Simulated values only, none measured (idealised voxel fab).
voxel trench capacitor: a process module
This is section cut - it's 205 nm across, gridded in 5 nm square cells.
Cross-section layout: square cells on a grid; listed as bands, top to bottom; a band spans one or more cell rows. Within each band entry, the heights of the top and of the bottom of the band appear first, in that order and in nm; the materials of the band then follow from left to right, each with its corresponding width in nm. The designation "everywhere" on a single material indicates that it fills the band from edge to edge; the designation "air" indicates empty space. Heights are expressed relative to 0, this being the level below which the as-received wafer comprises one material exclusively. The lowest band is unbounded in the downward direction and is denoted as in "z 0 and below". It should be noted that a width expressed as "30->40" varies in equal increments from row to row of cells within the band, taking the value of the first number at the top row and that of the second number at the bottom row. Take "nothing got changed" at face value: in the step it is given for, the cross-section changed in none of its cells. Empty spaces counting at least 8 cells and having no open way to the top are listed in "Unvented internal voids". The notation width x height at distance is used for each, the distance being from the left edge and all three values in nm. Step line, after settings: the simulator's comment on this step. On any step carrying a mask, the "overlay nm" setting, if present on the step's line, tells how far right of its planned place the mask lay; negative values point to the left.

**Planned step list for the process**
step 1: RECEIVE,material Si
step 2: CONFORMAL_DEP,material SiN,thk nm 10
step 3: DIRECTIONAL_DEP,material aC,thk nm 15
step 4: PATTERN,tone open,mask id TRENCH,material resist,width nm 25,pitch nm 45,thk nm 35,overlay nm 0
step 5: DIRECTIONAL_ETCH,etch materials aC,depth nm 15
step 6: STRIP,etch materials resist
step 7: DIRECTIONAL_ETCH,etch materials SiN,depth nm 10
step 8: DIRECTIONAL_ETCH,etch materials Si,depth nm 40
step 9: STRIP,etch materials aC
step 10: CONFORMAL_DEP,material HfO2,thk nm 5
step 11: CONFORMAL_DEP,material TiN,thk nm 5
step 12: FILL_DEP,material W,thk nm 5
step 13: CMP,height nm 10

**As-received state of the wafer in cross-section, equivalent to post-step 1**
- z 0 and below = Si everywhere
- Unvented internal voids: none

**End-of-module XS, first of two wafers, run as planned**
- z 10 to 0 = 65 nm SiN  5 nm HfO2  5 nm TiN  5 nm W  5 nm TiN  5 nm HfO2  20 nm SiN  5 nm HfO2  5 nm TiN  5 nm W  5 nm TiN  5 nm HfO2  70 nm SiN
- z 0 to -30 = 65 nm Si  5 nm HfO2  5 nm TiN  5 nm W  5 nm TiN  5 nm HfO2  20 nm Si  5 nm HfO2  5 nm TiN  5 nm W  5 nm TiN  5 nm HfO2  70 nm Si
- z -30 to -35 = 65 nm Si  5 nm HfO2  15 nm TiN  5 nm HfO2  20 nm Si  5 nm HfO2  15 nm TiN  5 nm HfO2  70 nm Si
- z -35 to -40 = 65 nm Si  25 nm HfO2  20 nm Si  25 nm HfO2  70 nm Si
- z -40 and below = Si everywhere
- Unvented internal voids: none

**Cross-sectional image of the second wafer of the two following completion of the module. Starting state and process plan were the same as for the first wafer; one execution error occurred**
- z 10 to 0 = 55 nm W  5 nm TiN  5 nm HfO2  25 nm SiN  5 nm HfO2  10 nm TiN  5 nm HfO2  25 nm SiN  5 nm HfO2  5 nm TiN  60 nm W
- z 0 to -30 = 55 nm W  5 nm TiN  5 nm HfO2  25 nm Si  5 nm HfO2  10 nm TiN  5 nm HfO2  25 nm Si  5 nm HfO2  5 nm TiN  60 nm W
- z -30 to -35 = 60 nm TiN  5 nm HfO2  25 nm Si  5 nm HfO2  10 nm TiN  5 nm HfO2  25 nm Si  5 nm HfO2  65 nm TiN
- z -35 to -40 = 65 nm HfO2  25 nm Si  20 nm HfO2  25 nm Si  70 nm HfO2
- z -40 and below = Si everywhere
- Unvented internal voids: none
What was the processing mistake? step 4 did not happen as planned, as run it was PATTERN,tone cover,mask id TRENCH,material resist,width nm 25,pitch nm 45,thk nm 35,overlay nm 0
Heads up, by the end the second wafer has more or fewer cells of some materials compared to the first: 21 more of HfO2; 168 fewer of Si; 42 fewer of SiN; 21 more of TiN; 168 more of W
